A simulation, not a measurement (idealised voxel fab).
Herein follows the process module entitled voxel self aligned contacts.
The figure presents cross-section cut, which has a width of 280 nm and is divided into square cells with an edge length of 5 nm.
In this document a cross-section is written as a grid of square cells. It is given as a series of bands, listed from the top down, and a band is one or more rows of cells. Look at the band entry: it leads with the top's height and the bottom's height in nm. Then it lists the materials left to right, with a width in nm for each. The word "everywhere" on a single material says that material fills the band edge to edge. The word "empty" is empty space. Heads up on the height convention: 0 is the point under which the incoming wafer is all one material, and the lowest band has no bottom, it just keeps going down, like "z 0 and below". When a width is written as two numbers, as in "30->40", the first number is the width in the top row of cells of the band and the second is the width in its bottom row, and the width changes by the same amount from each row to the next. You'll sometimes find "remains unaltered" written for a step, and that's the way of saying that nowhere in the cross-section did a cell change during that step. Empty spaces without an open route to the top, at least 8 cells in extent, make up the entry "Catalogued sealed voids"; each is given as width x height at distance, where the distance is measured from the left edge, and all are in nm. Whatever follows a step's settings on its line is a remark the simulator itself makes about that step. The "overlay nm" setting may appear on a step's line; for a step that uses a mask, it gives how far to the right of its planned position the mask lay, and a negative value indicates the left.
THE PROCESS STEPS THAT WERE PLANNED ARE LISTED BELOW
1 RECEIVE | material Si
2 OXIDIZE | depth nm 5
3 DIRECTIONAL_DEP | material polySi | thk nm 25
4 DIRECTIONAL_DEP | material SiN | thk nm 20
5 MASKED_ETCH | tone cover | mask id GATE | width nm 30 | pitch nm 65 | etch materials SiN | depth nm 20 | overlay nm 0
6 MASKED_ETCH | tone cover | mask id GATE | width nm 30 | pitch nm 65 | etch materials polySi | depth nm 25 | overlay nm 0
7 CONFORMAL_DEP | material SiN | thk nm 10
8 DIRECTIONAL_ETCH | etch materials SiN | depth nm 10
9 FILL_DEP | material SiO2 | thk nm 10
10 CMP | height nm 50
11 PATTERN | tone open | mask id CONTACT | material resist | width nm 45 | pitch nm 65 | thk nm 15 | overlay nm 0
12 DIRECTIONAL_ETCH | etch materials SiO2 | depth nm 55
13 STRIP | etch materials resist
14 CONFORMAL_DEP | material TiN | thk nm 5
15 FILL_DEP | material W | thk nm 5
16 CMP | height nm 50
17 CONFORMAL_DEP | material SiCN | thk nm 5
INCOMING WAFER IN CROSS-SECTION (STATE: AFTER STEP 1)
* z 0 and below = Si everywhere
* Catalogued sealed voids: none
HERE'S THE CROSS-SECTION OF THE FIRST OF OUR TWO WAFERS AT THE END OF THE MODULE - IT RAN AS PLANNED
* z 55 to 50 = SiCN everywhere
* z 50 to 45 = 85 SiO2, then 20 TiN, then 5 W, then 20 TiN, then 20 SiO2, then 20 TiN, then 5 W, then 20 TiN, then 85 SiO2
* z 45 to 25 = 50 SiO2, then 50 SiN, then 5 TiN, then 5 W, then 5 TiN, then 50 SiN, then 5 TiN, then 5 W, then 5 TiN, then 50 SiN, then 50 SiO2
* z 25 to 0 = 50 SiO2, then 10 SiN, then 30 polySi, then 10 SiN, then 5 TiN, then 5 W, then 5 TiN, then 10 SiN, then 30 polySi, then 10 SiN, then 5 TiN, then 5 W, then 5 TiN, then 10 SiN, then 30 polySi, then 10 SiN, then 50 SiO2
* z 0 to -5 = 100 SiO2, then 15 TiN, then 50 SiO2, then 15 TiN, then 100 SiO2
* z -5 and below = Si everywhere
* Catalogued sealed voids: none
WHAT THE SECOND WAFER LOOKS LIKE IN CROSS-SECTION ONCE THE MODULE IS DONE. ITS START AND ITS PLAN MATCHED THE FIRST WAFER'S EXACTLY; WHAT DIFFERED WAS ONE MISTAKE IN HOW IT WAS RUN
* z 55 to 50 = SiCN everywhere
* z 50 to 45 = 80 SiO2, then 25 TiN, then 5 W, then 15 TiN, then 20 SiO2, then 25 TiN, then 5 W, then 15 TiN, then 90 SiO2
* z 45 to 25 = 50 SiO2, then 50 SiN, then 5 TiN, then 5 W, then 5 TiN, then 50 SiN, then 5 TiN, then 5 W, then 5 TiN, then 50 SiN, then 50 SiO2
* z 25 to 0 = 50 SiO2, then 10 SiN, then 30 polySi, then 10 SiN, then 5 TiN, then 5 W, then 5 TiN, then 10 SiN, then 30 polySi, then 10 SiN, then 5 TiN, then 5 W, then 5 TiN, then 10 SiN, then 30 polySi, then 10 SiN, then 50 SiO2
* z 0 to -5 = 100 SiO2, then 15 TiN, then 50 SiO2, then 15 TiN, then 100 SiO2
* z -5 and below = Si everywhere
* Catalogued sealed voids: none
Processing error: rather than as planned, step 11 actually ran as PATTERN | tone open | mask id CONTACT | material resist | width nm 45 | pitch nm 65 | thk nm 15 | overlay nm -5
If you tally the cells, the second wafer ends up with the same amount of every material as the first; it's all just sitting in different places.
